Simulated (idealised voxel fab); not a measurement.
Herein follows the process module entitled voxel capacitor over wiring.
FYI the section here is cut, 165 nm wide, cells are 5 nm squares.
A cross-section is a grid of square cells, given in bands from the top down. A band is one or more rows of cells.
What a band's entry tells you: where the top is and where the bottom is, as heights in nm, and after that what lies inside, material by material from left to right, each with its width in nm. Empty space is written as the word "empty", and a single material marked with the word "everywhere" occupies the band from edge to edge.
Height reference: 0 = level under which incoming wafer is all one material. Lowest band: no bottom, runs on downward, e.g. "0 and below".
Think of "30->40" as a width that walks from the first number to the second as you go down the band, top row to bottom row, taking equal-sized steps from row to row.
Step note "nothing got changed" = no cross-section cell changed.
Empty spaces without an open route to the top, at least 8 cells in extent, make up the entry "Entrapped voids"; each is given as width x height at distance, where the distance is measured from the left edge, and all are in nm.
Past the settings on a step's line: simulator remark, on that step.
"overlay nm" denotes, for a step that has a mask, the displacement of the mask to the right of its planned place, with negative values corresponding to the left.
What follows is a series of pairs. Each pair shows a cross-section before one process step and the cross-section after it, and the after view is drawn only down to the lowest band that changed. Beneath each pair is the step that lies between the two, with its settings. Pairs may come from different runs of this module on the same starting wafer, so a pair continues from the one above it only where its entry headed "Geometry before processing" says so.

**Geometry before processing**
    90 down to 80 | SiO2=45  TiN=5  Ru=5  TiN=5  SiO2=105
    80 down to 70 | SiO2=45->35  TiN=15->70  SiO2=105->60
    70 down to 65 | SiO2=35  SiN=70  SiO2=60
    65 down to 55 | SiO2=30  TiN=80  SiO2=55
    55 down to 35 | SiO2=35  TiN=5  W=5  TiN=5  SiO2=115
    35 down to 30 | SiCN=35  TiN=15  SiCN=115
    30 down to 15 | lowk=20  W=30  lowk=65  W=30  lowk=20
    15 down to 10 | lowk=20  TiN=30  lowk=65  TiN=30  lowk=20
    10 down to 0 | SiO2 everywhere
    0 and below | Si everywhere
    Entrapped voids: none

**Post-Step Geometry**
    105 down to 90 | SiN everywhere
    Below 90 it's all the same as before, nothing changed down there.
    Entrapped voids: none
Between the two cross-sections shown above lies CONFORMAL_DEP with material SiN, thk nm 15

**Geometry before processing**
    75 down to 70 | empty=35  TiN=70  empty=60
    70 down to 65 | empty=35  SiN=70  empty=60
    65 down to 55 | TiN everywhere
    55 down to 35 | SiO2=35  TiN=5  W=5  TiN=5  SiO2=115
    35 down to 30 | SiCN=35  TiN=15  SiCN=115
    30 down to 15 | lowk=20  W=30  lowk=65  W=30  lowk=20
    15 down to 10 | lowk=20  TiN=30  lowk=65  TiN=30  lowk=20
    10 down to 0 | SiO2 everywhere
    0 and below | Si everywhere
    Entrapped voids: none

**Post-Step Geometry**
    90 down to 75 | empty=35  resist=70  empty=60
    Below 75 it's all the same as before, nothing changed down there.
    Entrapped voids: none
Between the two cross-sections shown above lies PATTERN with tone cover, mask id LOWER_PLATE, material resist, width nm 70, thk nm 15, overlay nm 0

Geometry before processing: the pre-step structure is the one depicted after the step in the pair just above.

**Post-Step Geometry**
    90 down to 75 | empty=35  resist=70  empty=60
    75 down to 70 | empty=35  TiN=70  empty=60
    70 down to 65 | empty=35  SiN=70  empty=60
    65 down to 55 | empty=35  TiN=70  empty=60
    Below 55 it's all the same as before, nothing changed down there.
    Entrapped voids: none
Between the two cross-sections shown above lies DIRECTIONAL_ETCH with etch materials TiN, depth nm 10

Geometry before processing: the pre-step structure is the one depicted after the step in the pair just above.

**Post-Step Geometry**
    75 down to 70 | empty=35  TiN=70  empty=60
    Below 70 it's all the same as before, nothing changed down there.
    Entrapped voids: none
Between the two cross-sections shown above lies STRIP with etch materials resist

Geometry before processing: the pre-step structure is the one depicted after the step in the pair just above.

**Post-Step Geometry**
    95 down to 75 | SiO2 everywhere
    75 down to 70 | SiO2=35  TiN=70  SiO2=60
    70 down to 65 | SiO2=35  SiN=70  SiO2=60
    65 down to 55 | SiO2=35  TiN=70  SiO2=60
    Below 55 it's all the same as before, nothing changed down there.
    Entrapped voids: none
Between the two cross-sections shown above lies FILL_DEP with material SiO2, thk nm 20

Geometry before processing: the pre-step structure is the one depicted after the step in the pair just above.

**Post-Step Geometry**
    90 down to 75 | SiO2 everywhere
    Below 75 it's all the same as before, nothing changed down there.
    Entrapped voids: none
Between the two cross-sections shown above lies CMP with height nm 90

Geometry before processing: the pre-step structure is the one depicted after the step in the pair just above.

**Post-Step Geometry**
    90 down to 75 | SiO2=45  empty=15  SiO2=105
    Below 75 it's all the same as before, nothing changed down there.
    Entrapped voids: none
Between the two cross-sections shown above lies MASKED_ETCH with tone open, mask id PLUG_2, width nm 15, etch materials SiO2, depth nm 15, overlay nm 0

Geometry before processing: the pre-step structure is the one depicted after the step in the pair just above.

**Post-Step Geometry**
    95 down to 90 | TiN=50  empty=5  TiN=110
    90 down to 80 | SiO2=45  TiN=5  empty=5  TiN=5  SiO2=105
    80 down to 70 | SiO2=45->35  TiN=15->70  SiO2=105->60
    Below 70 it's all the same as before, nothing changed down there.
    Entrapped voids: none
Between the two cross-sections shown above lies CONFORMAL_DEP with material TiN, thk nm 5

Geometry before processing: the pre-step structure is the one depicted after the step in the pair just above.

**Post-Step Geometry**
    100 down to 95 | Ru everywhere
    95 down to 90 | TiN=50  Ru=5  TiN=110
    90 down to 80 | SiO2=45  TiN=5  Ru=5  TiN=5  SiO2=105
    Below 80 it's all the same as before, nothing changed down there.
    Entrapped voids: none
Between the two cross-sections shown above lies FILL_DEP with material Ru, thk nm 5

Geometry before processing: the pre-step structure is the one depicted after the step in the pair just above.

**Post-Step Geometry**
    90 down to 80 | SiO2=45  TiN=5  Ru=5  TiN=5  SiO2=105
    Below 80 it's all the same as before, nothing changed down there.
    Entrapped voids: none
Between the two cross-sections shown above lies CMP with height nm 90

Geometry before processing: the pre-step structure is the one depicted after the step in the pair just above.

**Post-Step Geometry**
    95 down to 90 | SiN everywhere
    Below 90 it's all the same as before, nothing changed down there.
    Entrapped voids: none
Between the two cross-sections shown above lies CONFORMAL_DEP with material SiN, thk nm 5

**Geometry before processing**
    30 down to 15 | W everywhere
    15 down to 10 | TiN everywhere
    10 down to 0 | SiO2 everywhere
    0 and below | Si everywhere
    Entrapped voids: none

**Post-Step Geometry**
    30 down to 15 | empty=25  W=30  empty=65  W=30  empty=15
    Below 15 it's all the same as before, nothing changed down there.
    Entrapped voids: none
Between the two cross-sections shown above lies MASKED_ETCH with tone cover, mask id METAL_1, width nm 30, pitch nm 95, etch materials W, depth nm 15, overlay nm 5

Geometry before processing: the pre-step structure is the one depicted after the step in the pair just above.

**Post-Step Geometry**
    30 down to 15 | empty=25  W=30  empty=65  W=30  empty=15
    15 down to 10 | empty=20  TiN=35  empty=60  TiN=35  empty=15
    Below 10 it's all the same as before, nothing changed down there.
    Entrapped voids: none
Between the two cross-sections shown above lies MASKED_ETCH with tone cover, mask id METAL_1, width nm 30, pitch nm 95, etch materials TiN, depth nm 5, overlay nm 0

Geometry before processing: the pre-step structure is the one depicted after the step in the pair just above.

**Post-Step Geometry**
    40 down to 30 | lowk everywhere
    30 down to 15 | lowk=25  W=30  lowk=65  W=30  lowk=15
    15 down to 10 | lowk=20  TiN=35  lowk=60  TiN=35  lowk=15
    Below 10 it's all the same as before, nothing changed down there.
    Entrapped voids: none
Between the two cross-sections shown above lies FILL_DEP with material lowk, thk nm 10

Geometry before processing: the pre-step structure is the one depicted after the step in the pair just above.

**Post-Step Geometry**
    30 down to 15 | lowk=25  W=30  lowk=65  W=30  lowk=15
    Below 15 it's all the same as before, nothing changed down there.
    Entrapped voids: none
Between the two cross-sections shown above lies CMP with height nm 30

Geometry before processing: the pre-step structure is the one depicted after the step in the pair just above.

**Post-Step Geometry**
    35 down to 30 | SiCN everywhere
    Below 30 it's all the same as before, nothing changed down there.
    Entrapped voids: none
Between the two cross-sections shown above lies CONFORMAL_DEP with material SiCN, thk nm 5

Geometry before processing: the pre-step structure is the one depicted after the step in the pair just above.

**Post-Step Geometry**
    55 down to 35 | SiO2 everywhere
    Below 35 it's all the same as before, nothing changed down there.
    Entrapped voids: none
Between the two cross-sections shown above lies DIRECTIONAL_DEP with material SiO2, thk nm 20

Geometry before processing: the pre-step structure is the one depicted after the step in the pair just above.

**Post-Step Geometry**
    70 down to 55 | resist=35  empty=15  resist=115
    Below 55 it's all the same as before, nothing changed down there.
    Entrapped voids: none
Between the two cross-sections shown above lies PATTERN with tone open, mask id PLUG_1, material resist, width nm 15, thk nm 15, overlay nm 0

Geometry before processing: the pre-step structure is the one depicted after the step in the pair just above.

**Post-Step Geometry**
    70 down to 55 | resist=35  empty=15  resist=115
    55 down to 35 | SiO2=35  empty=15  SiO2=115
    Below 35 it's all the same as before, nothing changed down there.
    Entrapped voids: none
Between the two cross-sections shown above lies DIRECTIONAL_ETCH with etch materials SiO2, depth nm 20

Geometry before processing: the pre-step structure is the one depicted after the step in the pair just above.

**Post-Step Geometry**
    70 down to 55 | resist=35  empty=15  resist=115
    55 down to 35 | SiO2=35  empty=15  SiO2=115
    35 down to 30 | SiCN=35  empty=15  SiCN=115
    Below 30 it's all the same as before, nothing changed down there.
    Entrapped voids: none
Between the two cross-sections shown above lies DIRECTIONAL_ETCH with etch materials SiCN, depth nm 5

Geometry before processing: the pre-step structure is the one depicted after the step in the pair just above.

**Post-Step Geometry**
    55 down to 35 | SiO2=35  empty=15  SiO2=115
    Below 35 it's all the same as before, nothing changed down there.
    Entrapped voids: none
Between the two cross-sections shown above lies STRIP with etch materials resist

Geometry before processing: the pre-step structure is the one depicted after the step in the pair just above.

**Post-Step Geometry**
    60 down to 55 | TiN=40  empty=5  TiN=120
    55 down to 35 | SiO2=35  TiN=5  empty=5  TiN=5  SiO2=115
    35 down to 30 | SiCN=35  TiN=15  SiCN=115
    Below 30 it's all the same as before, nothing changed down there.
    Entrapped voids: none
Between the two cross-sections shown above lies CONFORMAL_DEP with material TiN, thk nm 5

Geometry before processing: the pre-step structure is the one depicted after the step in the pair just above.

**Post-Step Geometry**
    65 down to 60 | W everywhere
    60 down to 55 | TiN=40  W=5  TiN=120
    55 down to 35 | SiO2=35  TiN=5  W=5  TiN=5  SiO2=115
    Below 35 it's all the same as before, nothing changed down there.
    Entrapped voids: none
Between the two cross-sections shown above lies FILL_DEP with material W, thk nm 5

Geometry before processing: the pre-step structure is the one depicted after the step in the pair just above.

**Post-Step Geometry**
    55 down to 35 | SiO2=35  TiN=5  W=5  TiN=5  SiO2=115
    Below 35 it's all the same as before, nothing changed down there.
    Entrapped voids: none
Between the two cross-sections shown above lies CMP with height nm 55

Geometry before processing: the pre-step structure is the one depicted after the step in the pair just above.

**Post-Step Geometry**
    65 down to 55 | TiN everywhere
    Below 55 it's all the same as before, nothing changed down there.
    Entrapped voids: none
Between the two cross-sections shown above lies DIRECTIONAL_DEP with material TiN, thk nm 10

Geometry before processing: the pre-step structure is the one depicted after the step in the pair just above.

**Post-Step Geometry**
    70 down to 65 | SiN everywhere
    Below 65 it's all the same as before, nothing changed down there.
    Entrapped voids: none
Between the two cross-sections shown above lies DIRECTIONAL_DEP with material SiN, thk nm 5

Geometry before processing: the pre-step structure is the one depicted after the step in the pair just above.

**Post-Step Geometry**
    75 down to 70 | TiN everywhere
    Below 70 it's all the same as before, nothing changed down there.
    Entrapped voids: none
Between the two cross-sections shown above lies DIRECTIONAL_DEP with material TiN, thk nm 5

Geometry before processing: the pre-step structure is the one depicted after the step in the pair just above.

**Post-Step Geometry**
    85 down to 75 | aC everywhere
    Below 75 it's all the same as before, nothing changed down there.
    Entrapped voids: none
Between the two cross-sections shown above lies DIRECTIONAL_DEP with material aC, thk nm 10

Geometry before processing: the pre-step structure is the one depicted after the step in the pair just above.

**Post-Step Geometry**
    115 down to 85 | empty=35  resist=70  empty=60
    Below 85 it's all the same as before, nothing changed down there.
    Entrapped voids: none
Between the two cross-sections shown above lies PATTERN with tone cover, mask id UPPER_PLATE, material resist, width nm 70, thk nm 30, overlay nm 0

Geometry before processing: the pre-step structure is the one depicted after the step in the pair just above.

**Post-Step Geometry**
    105 down to 85 | empty=35  resist=70  empty=60
    85 down to 75 | empty=35  aC=70  empty=60
    Below 75 it's all the same as before, nothing changed down there.
    Entrapped voids: none
Between the two cross-sections shown above lies DIRECTIONAL_ETCH with etch materials aC, depth nm 10

Geometry before processing: the pre-step structure is the one depicted after the step in the pair just above.

**Post-Step Geometry**
    85 down to 75 | empty=35  aC=70  empty=60
    Below 75 it's all the same as before, nothing changed down there.
    Entrapped voids: none
Between the two cross-sections shown above lies STRIP with etch materials resist

Geometry before processing: the pre-step structure is the one depicted after the step in the pair just above.

**Post-Step Geometry**
    85 down to 75 | empty=35  aC=70  empty=60
    75 down to 70 | empty=35  TiN=70  empty=60
    Below 70 it's all the same as before, nothing changed down there.
    Entrapped voids: none
Between the two cross-sections shown above lies DIRECTIONAL_ETCH with etch materials TiN, depth nm 5

Geometry before processing: the pre-step structure is the one depicted after the step in the pair just above.

**Post-Step Geometry**
    85 down to 75 | empty=35  aC=70  empty=60
    75 down to 70 | empty=35  TiN=70  empty=60
    70 down to 65 | empty=35  SiN=70  empty=60
    Below 65 it's all the same as before, nothing changed down there.
    Entrapped voids: none
Between the two cross-sections shown above lies DIRECTIONAL_ETCH with etch materials SiN, depth nm 5

Geometry before processing: the pre-step structure is the one depicted after the step in the pair just above.

**Post-Step Geometry**
    75 down to 70 | empty=35  TiN=70  empty=60
    Below 70 it's all the same as before, nothing changed down there.
    Entrapped voids: none
Between the two cross-sections shown above lies STRIP with etch materials aC

Geometry before processing: the pre-step structure is the one depicted after the step in the pair just above.

**Post-Step Geometry**
    90 down to 75 | empty=30  resist=80  empty=55
    75 down to 70 | empty=30  resist=5  TiN=70  resist=5  empty=55
    70 down to 65 | empty=30  resist=5  SiN=70  resist=5  empty=55
    Below 65 it's all the same as before, nothing changed down there.
    Entrapped voids: none
Between the two cross-sections shown above lies PATTERN with tone cover, mask id LOWER_PLATE, material resist, width nm 80, thk nm 15, overlay nm 0

Geometry before processing: the pre-step structure is the one depicted after the step in the pair just above.

**Post-Step Geometry**
    90 down to 75 | empty=30  resist=80  empty=55
    75 down to 70 | empty=30  resist=5  TiN=70  resist=5  empty=55
    70 down to 65 | empty=30  resist=5  SiN=70  resist=5  empty=55
    65 down to 55 | empty=30  TiN=80  empty=55
    Below 55 it's all the same as before, nothing changed down there.
    Entrapped voids: none
Between the two cross-sections shown above lies DIRECTIONAL_ETCH with etch materials TiN, depth nm 10

Geometry before processing: the pre-step structure is the one depicted after the step in the pair just above.

**Post-Step Geometry**
    75 down to 70 | empty=35  TiN=70  empty=60
    70 down to 65 | empty=35  SiN=70  empty=60
    Below 65 it's all the same as before, nothing changed down there.
    Entrapped voids: none
Between the two cross-sections shown above lies STRIP with etch materials resist

Geometry before processing: the pre-step structure is the one depicted after the step in the pair just above.

**Post-Step Geometry**
    95 down to 75 | SiO2 everywhere
    75 down to 70 | SiO2=35  TiN=70  SiO2=60
    70 down to 65 | SiO2=35  SiN=70  SiO2=60
    65 down to 55 | SiO2=30  TiN=80  SiO2=55
    Below 55 it's all the same as before, nothing changed down there.
    Entrapped voids: none
Between the two cross-sections shown above lies FILL_DEP with material SiO2, thk nm 20

Geometry before processing: the pre-step structure is the one depicted after the step in the pair just above.

**Post-Step Geometry**
    90 down to 75 | SiO2 everywhere
    Below 75 it's all the same as before, nothing changed down there.
    Entrapped voids: none
Between the two cross-sections shown above lies CMP with height nm 90

Geometry before processing: the pre-step structure is the one depicted after the step in the pair just above.

**Post-Step Geometry**
    90 down to 75 | SiO2=45  empty=15  SiO2=105
    Below 75 it's all the same as before, nothing changed down there.
    Entrapped voids: none
Between the two cross-sections shown above lies MASKED_ETCH with tone open, mask id PLUG_2, width nm 15, etch materials SiO2, depth nm 15, overlay nm 0

Geometry before processing: the pre-step structure is the one depicted after the step in the pair just above.

**Post-Step Geometry**
    95 down to 90 | TiN=50  empty=5  TiN=110
    90 down to 80 | SiO2=45  TiN=5  empty=5  TiN=5  SiO2=105
    80 down to 70 | SiO2=45->35  TiN=15->70  SiO2=105->60
    Below 70 it's all the same as before, nothing changed down there.
    Entrapped voids: none
Between the two cross-sections shown above lies CONFORMAL_DEP with material TiN, thk nm 5

Geometry before processing: the pre-step structure is the one depicted after the step in the pair just above.

**Post-Step Geometry**
    100 down to 95 | Ru everywhere
    95 down to 90 | TiN=50  Ru=5  TiN=110
    90 down to 80 | SiO2=45  TiN=5  Ru=5  TiN=5  SiO2=105
    Below 80 it's all the same as before, nothing changed down there.
    Entrapped voids: none
Between the two cross-sections shown above lies FILL_DEP with material Ru, thk nm 5

Geometry before processing: the pre-step structure is the one depicted after the step in the pair just above.

**Post-Step Geometry**
    90 down to 80 | SiO2=45  TiN=5  Ru=5  TiN=5  SiO2=105
    Below 80 it's all the same as before, nothing changed down there.
    Entrapped voids: none
Between the two cross-sections shown above lies CMP with height nm 90

Geometry before processing: the pre-step structure is the one depicted after the step in the pair just above.

**Post-Step Geometry**
    95 down to 90 | SiN everywhere
    Below 90 it's all the same as before, nothing changed down there.
    Entrapped voids: none
Between the two cross-sections shown above lies CONFORMAL_DEP with material SiN, thk nm 5

**Geometry before processing**
    55 down to 35 | SiO2=35  TiN=5  W=5  TiN=5  SiO2=115
    35 down to 30 | SiCN=35  TiN=15  SiCN=115
    30 down to 15 | lowk=20  W=30  lowk=65  W=30  lowk=20
    15 down to 10 | lowk=20  TiN=30  lowk=65  TiN=30  lowk=20
    10 down to 0 | SiO2 everywhere
    0 and below | Si everywhere
    Entrapped voids: none

**Post-Step Geometry**
    65 down to 55 | SiCN everywhere
    Below 55 it's all the same as before, nothing changed down there.
    Entrapped voids: none
Between the two cross-sections shown above lies DIRECTIONAL_DEP with material SiCN, thk nm 10

Geometry before processing: the pre-step structure is the one depicted after the step in the pair just above.

**Post-Step Geometry**
    70 down to 65 | SiN everywhere
    Below 65 it's all the same as before, nothing changed down there.
    Entrapped voids: none
Between the two cross-sections shown above lies DIRECTIONAL_DEP with material SiN, thk nm 5

Geometry before processing: the pre-step structure is the one depicted after the step in the pair just above.

**Post-Step Geometry**
    75 down to 70 | TiN everywhere
    Below 70 it's all the same as before, nothing changed down there.
    Entrapped voids: none
Between the two cross-sections shown above lies DIRECTIONAL_DEP with material TiN, thk nm 5

Geometry before processing: the pre-step structure is the one depicted after the step in the pair just above.

**Post-Step Geometry**
    85 down to 75 | aC everywhere
    Below 75 it's all the same as before, nothing changed down there.
    Entrapped voids: none
Between the two cross-sections shown above lies DIRECTIONAL_DEP with material aC, thk nm 10

Geometry before processing: the pre-step structure is the one depicted after the step in the pair just above.

**Post-Step Geometry**
    115 down to 85 | empty=35  resist=70  empty=60
    Below 85 it's all the same as before, nothing changed down there.
    Entrapped voids: none
Between the two cross-sections shown above lies PATTERN with tone cover, mask id UPPER_PLATE, material resist, width nm 70, thk nm 30, overlay nm 0

Geometry before processing: the pre-step structure is the one depicted after the step in the pair just above.

**Post-Step Geometry**
    105 down to 85 | empty=35  resist=70  empty=60
    85 down to 75 | empty=35  aC=70  empty=60
    Below 75 it's all the same as before, nothing changed down there.
    Entrapped voids: none
Between the two cross-sections shown above lies DIRECTIONAL_ETCH with etch materials aC, depth nm 10

Geometry before processing: the pre-step structure is the one depicted after the step in the pair just above.

**Post-Step Geometry**
    85 down to 75 | empty=35  aC=70  empty=60
    Below 75 it's all the same as before, nothing changed down there.
    Entrapped voids: none
Between the two cross-sections shown above lies STRIP with etch materials resist

Geometry before processing: the pre-step structure is the one depicted after the step in the pair just above.

**Post-Step Geometry**
    85 down to 75 | empty=35  aC=70  empty=60
    75 down to 70 | empty=35  TiN=70  empty=60
    Below 70 it's all the same as before, nothing changed down there.
    Entrapped voids: none
Between the two cross-sections shown above lies DIRECTIONAL_ETCH with etch materials TiN, depth nm 5

Geometry before processing: the pre-step structure is the one depicted after the step in the pair just above.

**Post-Step Geometry**
    85 down to 75 | empty=35  aC=70  empty=60
    75 down to 70 | empty=35  TiN=70  empty=60
    70 down to 65 | empty=35  SiN=70  empty=60
    Below 65 it's all the same as before, nothing changed down there.
    Entrapped voids: none
Between the two cross-sections shown above lies DIRECTIONAL_ETCH with etch materials SiN, depth nm 5

Geometry before processing: the pre-step structure is the one depicted after the step in the pair just above.

**Post-Step Geometry**
    75 down to 70 | empty=35  TiN=70  empty=60
    Below 70 it's all the same as before, nothing changed down there.
    Entrapped voids: none
Between the two cross-sections shown above lies STRIP with etch materials aC

Geometry before processing: the pre-step structure is the one depicted after the step in the pair just above.

**Post-Step Geometry**
    90 down to 75 | empty=30  resist=80  empty=55
    75 down to 70 | empty=30  resist=5  TiN=70  resist=5  empty=55
    70 down to 65 | empty=30  resist=5  SiN=70  resist=5  empty=55
    Below 65 it's all the same as before, nothing changed down there.
    Entrapped voids: none
Between the two cross-sections shown above lies PATTERN with tone cover, mask id LOWER_PLATE, material resist, width nm 80, thk nm 15, overlay nm 0

Geometry before processing: the pre-step structure is the one depicted after the step in the pair just above.

**Post-Step Geometry**
    75 down to 70 | empty=35  TiN=70  empty=60
    70 down to 65 | empty=35  SiN=70  empty=60
    Below 65 it's all the same as before, nothing changed down there.
    Entrapped voids: none
Between the two cross-sections shown above lies STRIP with etch materials resist

Geometry before processing: the pre-step structure is the one depicted after the step in the pair just above.

**Post-Step Geometry**
    95 down to 75 | SiO2 everywhere
    75 down to 70 | SiO2=35  TiN=70  SiO2=60
    70 down to 65 | SiO2=35  SiN=70  SiO2=60
    Below 65 it's all the same as before, nothing changed down there.
    Entrapped voids: none
Between the two cross-sections shown above lies FILL_DEP with material SiO2, thk nm 20

Geometry before processing: the pre-step structure is the one depicted after the step in the pair just above.

**Post-Step Geometry**
    90 down to 75 | SiO2 everywhere
    Below 75 it's all the same as before, nothing changed down there.
    Entrapped voids: none
Between the two cross-sections shown above lies CMP with height nm 90

Geometry before processing: the pre-step structure is the one depicted after the step in the pair just above.

**Post-Step Geometry**
    90 down to 75 | SiO2=45  empty=15  SiO2=105
    Below 75 it's all the same as before, nothing changed down there.
    Entrapped voids: none
Between the two cross-sections shown above lies MASKED_ETCH with tone open, mask id PLUG_2, width nm 15, etch materials SiO2, depth nm 15, overlay nm 0

Geometry before processing: the pre-step structure is the one depicted after the step in the pair just above.

**Post-Step Geometry**
    95 down to 90 | TiN=50  empty=5  TiN=110
    90 down to 80 | SiO2=45  TiN=5  empty=5  TiN=5  SiO2=105
    80 down to 70 | SiO2=45->35  TiN=15->70  SiO2=105->60
    Below 70 it's all the same as before, nothing changed down there.
    Entrapped voids: none
Between the two cross-sections shown above lies CONFORMAL_DEP with material TiN, thk nm 5

Geometry before processing: the pre-step structure is the one depicted after the step in the pair just above.

**Post-Step Geometry**
    100 down to 95 | Ru everywhere
    95 down to 90 | TiN=50  Ru=5  TiN=110
    90 down to 80 | SiO2=45  TiN=5  Ru=5  TiN=5  SiO2=105
    Below 80 it's all the same as before, nothing changed down there.
    Entrapped voids: none
Between the two cross-sections shown above lies FILL_DEP with material Ru, thk nm 5

Geometry before processing: the pre-step structure is the one depicted after the step in the pair just above.

**Post-Step Geometry**
    90 down to 80 | SiO2=45  TiN=5  Ru=5  TiN=5  SiO2=105
    Below 80 it's all the same as before, nothing changed down there.
    Entrapped voids: none
Between the two cross-sections shown above lies CMP with height nm 90

Geometry before processing: the pre-step structure is the one depicted after the step in the pair just above.

**Post-Step Geometry**
    95 down to 90 | SiN everywhere
    Below 90 it's all the same as before, nothing changed down there.
    Entrapped voids: none
Between the two cross-sections shown above lies CONFORMAL_DEP with material SiN, thk nm 5

**Geometry before processing**
    75 down to 70 | empty=35  TiN=70  empty=60
    70 down to 65 | empty=35  SiN=70  empty=60
    65 down to 55 | TiN everywhere
    55 down to 35 | SiO2=35  TiN=5  W=5  TiN=5  SiO2=115
    35 down to 30 | SiCN=35  TiN=15  SiCN=115
    30 down to 15 | lowk=20  W=30  lowk=65  W=30  lowk=20
    15 down to 10 | lowk=20  TiN=30  lowk=65  TiN=30  lowk=20
    10 down to 0 | SiO2 everywhere
    0 and below | Si everywhere
    Entrapped voids: none

**Post-Step Geometry**
    90 down to 75 | resist=30  empty=80  resist=55
    75 down to 70 | resist=30  empty=5  TiN=70  empty=5  resist=55
    70 down to 65 | resist=30  empty=5  SiN=70  empty=5  resist=55
    Below 65 it's all the same as before, nothing changed down there.
    Entrapped voids: none
Between the two cross-sections shown above lies PATTERN with tone open, mask id LOWER_PLATE, material resist, width nm 80, thk nm 15, overlay nm 0

Geometry before processing: the pre-step structure is the one depicted after the step in the pair just above.

**Post-Step Geometry**
    90 down to 70 | resist=30  empty=80  resist=55
    70 down to 65 | resist=30  empty=5  SiN=70  empty=5  resist=55
    65 down to 55 | TiN=30  empty=5  TiN=70  empty=5  TiN=55
    Below 55 it's all the same as before, nothing changed down there.
    Entrapped voids: none
Between the two cross-sections shown above lies DIRECTIONAL_ETCH with etch materials TiN, depth nm 10

Geometry before processing: the pre-step structure is the one depicted after the step in the pair just above.

**Post-Step Geometry**
    70 down to 65 | empty=35  SiN=70  empty=60
    Below 65 it's all the same as before, nothing changed down there.
    Entrapped voids: none
Between the two cross-sections shown above lies STRIP with etch materials resist

Geometry before processing: the pre-step structure is the one depicted after the step in the pair just above.

**Post-Step Geometry**
    90 down to 70 | SiO2 everywhere
    70 down to 65 | SiO2=35  SiN=70  SiO2=60
    65 down to 55 | TiN=30  SiO2=5  TiN=70  SiO2=5  TiN=55
    Below 55 it's all the same as before, nothing changed down there.
    Entrapped voids: none
Between the two cross-sections shown above lies FILL_DEP with material SiO2, thk nm 20

Geometry before processing: the pre-step structure is the one depicted after the step in the pair just above.

**Post-Step Geometry**
    90 down to 75 | SiO2=45  empty=15  SiO2=105
    Below 75 it's all the same as before, nothing changed down there.
    Entrapped voids: none
Between the two cross-sections shown above lies MASKED_ETCH with tone open, mask id PLUG_2, width nm 15, etch materials SiO2, depth nm 15, overlay nm 0

Geometry before processing: the pre-step structure is the one depicted after the step in the pair just above.

**Post-Step Geometry**
    95 down to 90 | TiN=50  empty=5  TiN=110
    90 down to 80 | SiO2=45  TiN=5  empty=5  TiN=5  SiO2=105
    80 down to 75 | SiO2=45  TiN=15  SiO2=105
    Below 75 it's all the same as before, nothing changed down there.
    Entrapped voids: none
Between the two cross-sections shown above lies CONFORMAL_DEP with material TiN, thk nm 5

Geometry before processing: the pre-step structure is the one depicted after the step in the pair just above.

**Post-Step Geometry**
    100 down to 95 | Ru everywhere
    95 down to 90 | TiN=50  Ru=5  TiN=110
    90 down to 80 | SiO2=45  TiN=5  Ru=5  TiN=5  SiO2=105
    Below 80 it's all the same as before, nothing changed down there.
    Entrapped voids: none
Between the two cross-sections shown above lies FILL_DEP with material Ru, thk nm 5

Geometry before processing: the pre-step structure is the one depicted after the step in the pair just above.

**Post-Step Geometry**
    90 down to 80 | SiO2=45  TiN=5  Ru=5  TiN=5  SiO2=105
    Below 80 it's all the same as before, nothing changed down there.
    Entrapped voids: none
Between the two cross-sections shown above lies CMP with height nm 90

Geometry before processing: the pre-step structure is the one depicted after the step in the pair just above.

**Post-Step Geometry**
    95 down to 90 | SiN everywhere
    Below 90 it's all the same as before, nothing changed down there.
    Entrapped voids: none
Between the two cross-sections shown above lies CONFORMAL_DEP with material SiN, thk nm 5
